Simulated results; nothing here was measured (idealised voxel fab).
Title: Process Module voxel fin reveal
This is section cut - it's 150 nm across, gridded in 5 nm square cells.
Notation: cross-section as square-cell grid; stated in bands, top first, going down; one or more cell rows per band.
Quick guide to a band line: top height, bottom height (nm) up front; then every material left to right with its width in nm. Only one material and it's marked "all across"? Then it fills the band edge to edge. And "blank" just means empty space.
The reference from which all heights are counted is 0, the level beneath which the as-received wafer is entirely one material; the lowest band, having no lower bound, proceeds downward and is written after the example "0 nm and below".
A two-number width, for instance "30 to 40", indicates that the width is equal to the first number in the top row of the band and to the second number in the bottom row, and that it changes by a constant amount per row of cells.
Step marked "nothing got changed"? Then no cell in the cross-section changed in it.
"Voids, sealed" lists enclosed empty spaces (at least 8 cells, no open path upward to the top), each as width x height at distance from the left edge, in nm.
The remark found on a step's line after its settings is issued by the simulator itself and pertains to that step.
The setting "overlay nm" may be written on the line of a step. When the step uses a mask, the value reports how far to the right of the planned place the mask lay, and a negative value reports that it lay to the left.
Planned process steps
1: RECEIVE [material Si]
2: CONFORMAL_DEP [material SiN] [thk nm 10]
3: DIRECTIONAL_DEP [material aC] [thk nm 10]
4: PATTERN [tone cover] [mask id FINS] [material resist] [width nm 15] [pitch nm 40] [thk nm 25] [overlay nm 0]
5: DIRECTIONAL_ETCH [etch materials aC] [depth nm 10]
6: STRIP [etch materials resist]
7: DIRECTIONAL_ETCH [etch materials SiN] [depth nm 10]
8: DIRECTIONAL_ETCH [etch materials Si] [depth nm 40]
9: STRIP [etch materials aC]
10: FILL_DEP [material SiO2] [thk nm 5]
11: CMP [height nm 10]
12: SELECTIVE_ETCH [etch materials SiO2] [depth nm 25]
13: STRIP [etch materials SiN]
Concerning the first of two wafers, which was run in accordance with the plan
So this is the incoming wafer in cross-section - it's already been through step 1
    0 nm and below  Si all across
    Voids, sealed: none
Wafer section view after processing step 2
    10 nm to 0 nm  SiN all across
    Below a height of 0, the structure has not been altered.
Wafer section view after processing step 3
    20 nm to 10 nm  aC all across
    Below a height of 10, the structure has not been altered.
Wafer section view after processing step 4
    45 nm to 20 nm  blank (45) | resist (15) | blank (25) | resist (15) | blank (50)
    Below a height of 20, the structure has not been altered.
Wafer section view after processing step 5
    35 nm to 20 nm  blank (45) | resist (15) | blank (25) | resist (15) | blank (50)
    20 nm to 10 nm  blank (45) | aC (15) | blank (25) | aC (15) | blank (50)
    Below a height of 10, the structure has not been altered.
Wafer section view after processing step 6
    20 nm to 10 nm  blank (45) | aC (15) | blank (25) | aC (15) | blank (50)
    Below a height of 10, the structure has not been altered.
Wafer section view after processing step 7
    20 nm to 10 nm  blank (45) | aC (15) | blank (25) | aC (15) | blank (50)
    10 nm to 0 nm  blank (45) | SiN (15) | blank (25) | SiN (15) | blank (50)
    Below a height of 0, the structure has not been altered.
Wafer section view after processing step 8
    20 nm to 10 nm  blank (45) | aC (15) | blank (25) | aC (15) | blank (50)
    10 nm to 0 nm  blank (45) | SiN (15) | blank (25) | SiN (15) | blank (50)
    0 nm to -40 nm  blank (45) | Si (15) | blank (25) | Si (15) | blank (50)
    Below a height of -40, the structure has not been altered.
Wafer section view after processing step 9
    10 nm to 0 nm  blank (45) | SiN (15) | blank (25) | SiN (15) | blank (50)
    Below a height of 0, the structure has not been altered.
Wafer section view after processing step 10
    15 nm to 10 nm  SiO2 all across
    10 nm to 0 nm  SiO2 (45) | SiN (15) | SiO2 (25) | SiN (15) | SiO2 (50)
    0 nm to -40 nm  SiO2 (45) | Si (15) | SiO2 (25) | Si (15) | SiO2 (50)
    Below a height of -40, the structure has not been altered.
Wafer section view after processing step 11
    10 nm to 0 nm  SiO2 (45) | SiN (15) | SiO2 (25) | SiN (15) | SiO2 (50)
    Below a height of 0, the structure has not been altered.
Wafer section view after processing step 12
    10 nm to 0 nm  blank (45) | SiN (15) | blank (25) | SiN (15) | blank (50)
    0 nm to -15 nm  blank (45) | Si (15) | blank (25) | Si (15) | blank (50)
    Below a height of -15, the structure has not been altered.
Wafer section view after processing step 13
    0 nm to -15 nm  blank (45) | Si (15) | blank (25) | Si (15) | blank (50)
    Below a height of -15, the structure has not been altered.
Second wafer, same starting conditions and recipe as the first, one mistake in executing it, nothing differs from the first up to and including step 3
Second wafer at the planned finish of step 4, seen in cross-section
    45 nm to 20 nm  blank (40) | resist (25) | blank (15) | resist (25) | blank (45)
    Below a height of 20, the structure has not been altered.
Second wafer at the planned finish of step 5, seen in cross-section
    35 nm to 20 nm  blank (40) | resist (25) | blank (15) | resist (25) | blank (45)
    20 nm to 10 nm  blank (40) | aC (25) | blank (15) | aC (25) | blank (45)
    Below a height of 10, the structure has not been altered.
Second wafer at the planned finish of step 6, seen in cross-section
    20 nm to 10 nm  blank (40) | aC (25) | blank (15) | aC (25) | blank (45)
    Below a height of 10, the structure has not been altered.
Second wafer at the planned finish of step 7, seen in cross-section
    20 nm to 10 nm  blank (40) | aC (25) | blank (15) | aC (25) | blank (45)
    10 nm to 0 nm  blank (40) | SiN (25) | blank (15) | SiN (25) | blank (45)
    Below a height of 0, the structure has not been altered.
Second wafer at the planned finish of step 8, seen in cross-section
    20 nm to 10 nm  blank (40) | aC (25) | blank (15) | aC (25) | blank (45)
    10 nm to 0 nm  blank (40) | SiN (25) | blank (15) | SiN (25) | blank (45)
    0 nm to -40 nm  blank (40) | Si (25) | blank (15) | Si (25) | blank (45)
    Below a height of -40, the structure has not been altered.
Second wafer at the planned finish of step 9, seen in cross-section
    10 nm to 0 nm  blank (40) | SiN (25) | blank (15) | SiN (25) | blank (45)
    Below a height of 0, the structure has not been altered.
Second wafer at the planned finish of step 10, seen in cross-section
    15 nm to 10 nm  SiO2 all across
    10 nm to 0 nm  SiO2 (40) | SiN (25) | SiO2 (15) | SiN (25) | SiO2 (45)
    0 nm to -40 nm  SiO2 (40) | Si (25) | SiO2 (15) | Si (25) | SiO2 (45)
    Below a height of -40, the structure has not been altered.
Second wafer at the planned finish of step 11, seen in cross-section
    10 nm to 0 nm  SiO2 (40) | SiN (25) | SiO2 (15) | SiN (25) | SiO2 (45)
    Below a height of 0, the structure has not been altered.
Second wafer at the planned finish of step 12, seen in cross-section
    10 nm to 0 nm  blank (40) | SiN (25) | blank (15) | SiN (25) | blank (45)
    0 nm to -15 nm  blank (40) | Si (25) | blank (15) | Si (25) | blank (45)
    Below a height of -15, the structure has not been altered.
Second wafer at the planned finish of step 13, seen in cross-section
    0 nm to -15 nm  blank (40) | Si (25) | blank (15) | Si (25) | blank (45)
    Below a height of -15, the structure has not been altered.
What broke from the plan during processing? step 4: run off-plan, actual operation and settings PATTERN [tone cover] [mask id FINS] [material resist] [width nm 25] [pitch nm 40] [thk nm 25] [overlay nm 0]
FYI, end of process, the second wafer has more or fewer cells of some materials than the first: Si: 32 more, SiO2: 20 fewer
